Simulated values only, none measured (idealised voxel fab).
The document below concerns the process module designated voxel gate over fins.
This is section cut - it's 240 nm across, gridded in 5 nm square cells.
Cross-section format: a grid of square cells, given as bands from top to bottom; each band is one or more rows of cells.
This entry defines a band. It first specifies the height of the band's top and the height of its bottom in nm, and then specifies the band's materials from left to right, stating each material with its width in nm. The word "edge to edge" identifies a single material that fills the band from edge to edge, while the word "blank" identifies empty space.
Convention: height 0 is the level below which the wafer, as received, is all one material. The lowest band does not terminate at the bottom but continues downward, represented as "0 down".
Quick explanation for "30..40": the width changes in equal steps down the rows of cells, from the first number in the band's top row to the second number in its bottom row.
What does "nothing altered" mean for a step? It means no cell of the cross-section changed in that step.
The label "Non-vented voids" introduces a list of the empty spaces, 8 cells or larger, that have no open way up to the top; each entry in it reads width x height at distance, where the distance is taken from the left edge and all three are stated in nm.
Text after the settings on a step's line: the simulator's own remark on that step.
What "overlay nm" on a step's line means: if the step has a mask, that mask lay this far to the right of its planned place, or, when the value is negative, to the left.
Planned process steps:
1,RECEIVE | material Si
2,CONFORMAL_DEP | material SiN | thk nm 10
3,MASKED_ETCH | tone cover | mask id FINS | width nm 15 | pitch nm 55 | etch materials SiN | depth nm 10 | overlay nm 0
4,MASKED_ETCH | tone cover | mask id FINS | width nm 15 | pitch nm 55 | etch materials Si | depth nm 30 | overlay nm 0
5,FILL_DEP | material SiO2 | thk nm 10
6,CMP | height nm 10
7,PATTERN | tone open | mask id RAIL | material resist | width nm 15 | thk nm 20 | overlay nm 0
8,DIRECTIONAL_ETCH | etch materials SiO2 | depth nm 35
9,STRIP | etch materials resist
10,CONFORMAL_DEP | material TiN | thk nm 5
11,FILL_DEP | material Ru | thk nm 5
12,CMP | height nm 10
13,SELECTIVE_ETCH | etch materials W Ru TiN | depth nm 30
14,FILL_DEP | material SiO2 | thk nm 5
15,CMP | height nm 10
16,SELECTIVE_ETCH | etch materials SiO2 | depth nm 20
17,STRIP | etch materials SiN
18,CONFORMAL_DEP | material HfO2 | thk nm 5
19,CONFORMAL_DEP | material TiN | thk nm 5
20,FILL_DEP | material W | thk nm 10
21,CMP | height nm 15
22,CONFORMAL_DEP | material SiCN | thk nm 10
Cross-section of the wafer as it came to us, i.e., already through step 1:
0 down = Si edge to edge
Non-vented voids: none
First wafer at the end, as planned:
25 to 15 = SiCN edge to edge
15 to 10 = W edge to edge
10 to 5 = W: 45 / TiN: 35 / W: 20 / TiN: 35 / W: 20 / TiN: 35 / W: 50
5 to 0 = W: 45 / TiN: 5 / HfO2: 25 / TiN: 5 / W: 20 / TiN: 5 / HfO2: 25 / TiN: 5 / W: 20 / TiN: 5 / HfO2: 25 / TiN: 5 / W: 50
0 to -5 = TiN: 50 / HfO2: 5 / Si: 15 / HfO2: 5 / TiN: 30 / HfO2: 5 / Si: 15 / HfO2: 5 / TiN: 30 / HfO2: 5 / Si: 15 / HfO2: 5 / TiN: 55
-5 to -10 = HfO2: 55 / Si: 15 / HfO2: 40 / Si: 15 / HfO2: 40 / Si: 15 / HfO2: 60
-10 to -20 = SiO2: 55 / Si: 15 / SiO2: 40 / Si: 15 / SiO2: 40 / Si: 15 / SiO2: 60
-20 to -25 = SiO2: 55 / Si: 15 / SiO2: 10 / TiN: 15 / SiO2: 15 / Si: 15 / SiO2: 40 / Si: 15 / SiO2: 60
-25 to -30 = SiO2: 55 / Si: 15 / SiO2: 40 / Si: 15 / SiO2: 40 / Si: 15 / SiO2: 60
-30 down = Si edge to edge
Non-vented voids: none
Second wafer cross-section at end of module - shared start and plan with the first, one mistake in the run:
25 to 15 = SiCN edge to edge
15 to 10 = W edge to edge
10 to 5 = W: 45 / TiN: 35 / W: 20 / TiN: 35 / W: 20 / TiN: 35 / W: 50
5 to 0 = W: 45 / TiN: 5 / HfO2: 25 / TiN: 5 / W: 20 / TiN: 5 / HfO2: 25 / TiN: 5 / W: 20 / TiN: 5 / HfO2: 25 / TiN: 5 / W: 50
0 to -5 = TiN: 50 / HfO2: 5 / Si: 15 / HfO2: 5 / TiN: 30 / HfO2: 5 / Si: 15 / HfO2: 5 / TiN: 30 / HfO2: 5 / Si: 15 / HfO2: 5 / TiN: 55
-5 to -10 = HfO2: 55 / Si: 15 / HfO2: 40 / Si: 15 / HfO2: 40 / Si: 15 / HfO2: 60
-10 to -20 = SiO2: 55 / Si: 15 / SiO2: 40 / Si: 15 / SiO2: 40 / Si: 15 / SiO2: 60
-20 to -25 = SiO2: 55 / Si: 15 / TiN: 15 / SiO2: 25 / Si: 15 / SiO2: 40 / Si: 15 / SiO2: 60
-25 to -30 = SiO2: 55 / Si: 15 / SiO2: 40 / Si: 15 / SiO2: 40 / Si: 15 / SiO2: 60
-30 down = Si edge to edge
Non-vented voids: none
The mistake made against the process plan was this: step 7: run off-plan, actual operation and settings PATTERN | tone open | mask id RAIL | material resist | width nm 15 | thk nm 20 | overlay nm -10
In the final comparison it is observed that the number of cells assigned to each material is identical for the two wafers, whereas their placement is not.
